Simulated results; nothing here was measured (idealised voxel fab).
process module | voxel ribs on slabs
cross-section cut | 155 nm wide | cells 5 nm
A cross-section is a grid of square cells, given in bands from the top down. A band is one or more rows of cells.
Each band's line starts with the height of the band's top and of its bottom, in nm. Then come its materials from left to right, each with its width in nm. One material with "throughout" fills the band from edge to edge. "air" is empty space.
Height 0 is the level under which the wafer as received is all one material. The lowest band goes on downwards, as in "0 down".
A width such as "30 to 40" changes by the same amount from each row of cells to the next, from the band's top row to its bottom row.
"no change" after a step means that no cell of the cross-section changed.
closed voids: empty space of 8 cells or more with no open way to the top, each as width x height at its distance from the left edge, in nm
after a step's settings: what the simulator itself notes on the step
overlay nm, on a step with a mask: how far to the right of its planned place the mask lay; to the left if negative
plan
1 op RECEIVE | material Si
2 op DIRECTIONAL_DEP | material SiO2 | thk nm 30
3 op DIRECTIONAL_DEP | material polySi | thk nm 15
4 op MASKED_ETCH | tone cover | mask id RIB | width nm 20 | etch materials polySi | depth nm 5 | overlay nm 0
5 op MASKED_ETCH | tone cover | mask id SLAB | width nm 50 | etch materials polySi | depth nm 10 | overlay nm 0
6 op FILL_DEP | material SiO2 | thk nm 25
7 op CMP | height nm 50
8 op DIRECTIONAL_DEP | material TiN | thk nm 5
9 op PATTERN | tone cover | mask id HEATER | material resist | width nm 30 | thk nm 20 | overlay nm 0
10 op DIRECTIONAL_ETCH | etch materials TiN | depth nm 5
11 op STRIP | etch materials resist
12 op CONFORMAL_DEP | material SiO2 | thk nm 10
varied across the wafers: height nm of step 7. The plan shows the first wafer's value. All wafers start alike
first wafer as received, after step 1
  0 down: Si throughout
  closed voids: none
each wafer at the end: cells of each material gained (+) or lost (-) since it was received, then its closed voids
height nm 50 | +352 SiO2 | +6 TiN | +24 polySi | closed voids: none
height nm 55 | +383 SiO2 | +6 TiN | +24 polySi | closed voids: none
height nm 60 | +414 SiO2 | +6 TiN | +24 polySi | closed voids: none
height nm 65 | +445 SiO2 | +6 TiN | +24 polySi | closed voids: none
height nm 70 | +476 SiO2 | +6 TiN | +24 polySi | closed voids: none
